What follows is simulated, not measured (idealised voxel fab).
voxel wiring stack: a process module
Cross-section cut: width 155 nm, square cells of 5 nm.
We lay out every cross-section as a grid of square cells and spell it out in bands from the top down, where one band means one or more rows of cells. The entry gives the band's vertical extent as a top height and a bottom height in nm, then its horizontal make-up as materials from left to right, each with a width in nm. "air" stands for empty space; a single material marked "everywhere" fills the band edge to edge. For the purposes of this specification, 0 denotes the height below which the wafer in its as-received condition is composed wholly of one material, and the lowermost band, lacking a lower limit, extends downward without end, as expressed in "0 nm and below". The expression "30..40" gives the width at the extremes of the band, the first number at its top row of cells and the second at its bottom row, with the width changing by equal amounts from each row to the next in between. Take "remained the same" at face value: in the step it is given for, the cross-section changed in none of its cells. If an empty space has no open way to the top and is at least 8 cells in size, "Trapped void list" lists it, written width x height at distance, where distance is measured from the left edge and every value is in nm. On each step's line, the part that comes after the settings is the simulator's own comment on the step. overlay nm: on a step with a mask, how far right of its planned place the mask lay; negative means left.

**Intended process steps**
1: RECEIVE | material Si
2: CONFORMAL_DEP | material SiO2 | thk nm 15
3: CONFORMAL_DEP | material SiN | thk nm 5
4: DIRECTIONAL_DEP | material SiO2 | thk nm 25
5: DIRECTIONAL_DEP | material aC | thk nm 10
6: PATTERN | tone open | mask id METAL_1 | material resist | width nm 25 | pitch nm 45 | thk nm 25 | overlay nm 0
7: DIRECTIONAL_ETCH | etch materials aC | depth nm 10
8: STRIP | etch materials resist
9: DIRECTIONAL_ETCH | etch materials SiO2 | depth nm 25
10: DIRECTIONAL_ETCH | etch materials SiN | depth nm 5
11: STRIP | etch materials aC
12: CONFORMAL_DEP | material TiN | thk nm 5
13: FILL_DEP | material Ru | thk nm 5
14: CMP | height nm 45
15: CONFORMAL_DEP | material SiCN | thk nm 5
16: DIRECTIONAL_DEP | material lowk | thk nm 25
17: DIRECTIONAL_DEP | material aC | thk nm 10
18: PATTERN | tone open | mask id METAL_2_HOLES | material resist | width nm 15 | pitch nm 45 | thk nm 30 | overlay nm 0
19: DIRECTIONAL_ETCH | etch materials aC | depth nm 10
20: STRIP | etch materials resist
21: DIRECTIONAL_ETCH | etch materials lowk | depth nm 25
22: STRIP | etch materials aC
23: MASKED_ETCH | tone open | mask id METAL_2 | width nm 25 | pitch nm 45 | etch materials lowk | depth nm 15 | overlay nm -15
24: MASKED_ETCH | tone open | mask id METAL_2 | width nm 25 | pitch nm 45 | etch materials SiCN | depth nm 5 | overlay nm 0
25: CONFORMAL_DEP | material TiN | thk nm 5
26: FILL_DEP | material Cu | thk nm 10
27: CMP | height nm 75
28: CONFORMAL_DEP | material SiCN | thk nm 5
29: DIRECTIONAL_DEP | material SiO2 | thk nm 35
30: PATTERN | tone open | mask id METAL_3_HOLES | material resist | width nm 15 | thk nm 20 | overlay nm 0
31: DIRECTIONAL_ETCH | etch materials SiO2 | depth nm 35
32: STRIP | etch materials resist
33: PATTERN | tone open | mask id METAL_3 | material resist | width nm 25 | pitch nm 45 | thk nm 15 | overlay nm 0
34: DIRECTIONAL_ETCH | etch materials SiO2 | depth nm 20
35: DIRECTIONAL_ETCH | etch materials SiCN | depth nm 5
36: STRIP | etch materials resist
37: CONFORMAL_DEP | material TiN | thk nm 5
38: FILL_DEP | material Cu | thk nm 5
39: CMP | height nm 115
40: CONFORMAL_DEP | material SiN | thk nm 5
Wafers differ in overlay nm at step 23; plan lists the first wafer's value; identical starting state.

**Cross-section of the first incoming wafer of several, state after step 1**
0 nm and below  Si everywhere
Trapped void list: none

**First of several wafers in cross-section at module end, following the final step, step 40**
120 nm to 115 nm  SiN everywhere
115 nm to 100 nm  40 nm SiO2, 5 nm TiN, 15 nm Cu, 5 nm TiN, 20 nm SiO2, 5 nm TiN, 15 nm Cu, 5 nm TiN, 45 nm SiO2
100 nm to 95 nm  40 nm SiO2, 5 nm TiN, 5 nm Cu, 15 nm TiN, 20 nm SiO2, 25 nm TiN, 45 nm SiO2
95 nm to 80 nm  40 nm SiO2, 5 nm TiN, 5 nm Cu, 5 nm TiN, 100 nm SiO2
80 nm to 75 nm  40 nm SiCN, 15 nm TiN, 100 nm SiCN
75 nm to 65 nm  25 nm lowk, 5 nm TiN, 20 nm Cu, 5 nm TiN, 15 nm lowk, 5 nm TiN, 20 nm Cu, 5 nm TiN, 55 nm lowk
65 nm to 60 nm  25 nm lowk, 20 nm TiN, 5 nm Cu, 5 nm TiN, 15 nm lowk, 20 nm TiN, 5 nm Cu, 5 nm TiN, 55 nm lowk
60 nm to 50 nm  40 nm lowk, 5 nm TiN, 5 nm Cu, 5 nm TiN, 30 nm lowk, 5 nm TiN, 5 nm Cu, 5 nm TiN, 55 nm lowk
50 nm to 45 nm  40 nm SiCN, 15 nm TiN, 30 nm SiCN, 15 nm TiN, 55 nm SiCN
45 nm to 20 nm  40 nm SiO2, 5 nm TiN, 15 nm Ru, 5 nm TiN, 20 nm SiO2, 5 nm TiN, 15 nm Ru, 5 nm TiN, 45 nm SiO2
20 nm to 15 nm  40 nm SiN, 25 nm TiN, 20 nm SiN, 25 nm TiN, 45 nm SiN
15 nm to 0 nm  SiO2 everywhere
0 nm and below  Si everywhere
Trapped void list: none

**Cross-sectional depiction of the last of several wafers upon completion of the module**
120 nm to 115 nm  SiN everywhere
115 nm to 100 nm  40 nm SiO2, 5 nm TiN, 15 nm Cu, 5 nm TiN, 20 nm SiO2, 5 nm TiN, 15 nm Cu, 5 nm TiN, 45 nm SiO2
100 nm to 95 nm  40 nm SiO2, 5 nm TiN, 5 nm Cu, 15 nm TiN, 20 nm SiO2, 25 nm TiN, 45 nm SiO2
95 nm to 80 nm  40 nm SiO2, 5 nm TiN, 5 nm Cu, 5 nm TiN, 100 nm SiO2
80 nm to 75 nm  40 nm SiCN, 15 nm TiN, 100 nm SiCN
75 nm to 65 nm  40 nm lowk, 5 nm TiN, 30 nm Cu, 5 nm TiN, 5 nm lowk, 5 nm TiN, 30 nm Cu, 5 nm TiN, 30 nm lowk
65 nm to 60 nm  40 nm lowk, 5 nm TiN, 5 nm Cu, 30 nm TiN, 5 nm lowk, 5 nm TiN, 5 nm Cu, 30 nm TiN, 30 nm lowk
60 nm to 50 nm  40 nm lowk, 5 nm TiN, 5 nm Cu, 5 nm TiN, 30 nm lowk, 5 nm TiN, 5 nm Cu, 5 nm TiN, 55 nm lowk
50 nm to 45 nm  40 nm SiCN, 15 nm TiN, 30 nm SiCN, 15 nm TiN, 55 nm SiCN
45 nm to 20 nm  40 nm SiO2, 5 nm TiN, 15 nm Ru, 5 nm TiN, 20 nm SiO2, 5 nm TiN, 15 nm Ru, 5 nm TiN, 45 nm SiO2
20 nm to 15 nm  40 nm SiN, 25 nm TiN, 20 nm SiN, 25 nm TiN, 45 nm SiN
15 nm to 0 nm  SiO2 everywhere
0 nm and below  Si everywhere
Trapped void list: none

**Every row in this table is a wafer at the end of the module, and it gives, for each of the materials, the cells that wafer has gained (+) or lost (-) since it was received, then its closed voids**
overlay nm -15 | +44 Cu | +30 Ru | +53 SiCN | +52 SiN | +366 SiO2 | +92 TiN | +107 lowk | Trapped void list: none
overlay nm -10 | +40 Cu | +30 Ru | +53 SiCN | +52 SiN | +366 SiO2 | +90 TiN | +113 lowk | Trapped void list: none
overlay nm -5 | +40 Cu | +30 Ru | +53 SiCN | +52 SiN | +366 SiO2 | +90 TiN | +113 lowk | Trapped void list: none
overlay nm 0 | +40 Cu | +30 Ru | +53 SiCN | +52 SiN | +366 SiO2 | +90 TiN | +113 lowk | Trapped void list: none
overlay nm 5 | +44 Cu | +30 Ru | +53 SiCN | +52 SiN | +366 SiO2 | +92 TiN | +107 lowk | Trapped void list: none
overlay nm 10 | +48 Cu | +30 Ru | +53 SiCN | +52 SiN | +366 SiO2 | +94 TiN | +101 lowk | Trapped void list: none
overlay nm 15 | +52 Cu | +30 Ru | +53 SiCN | +52 SiN | +366 SiO2 | +96 TiN | +95 lowk | Trapped void list: none
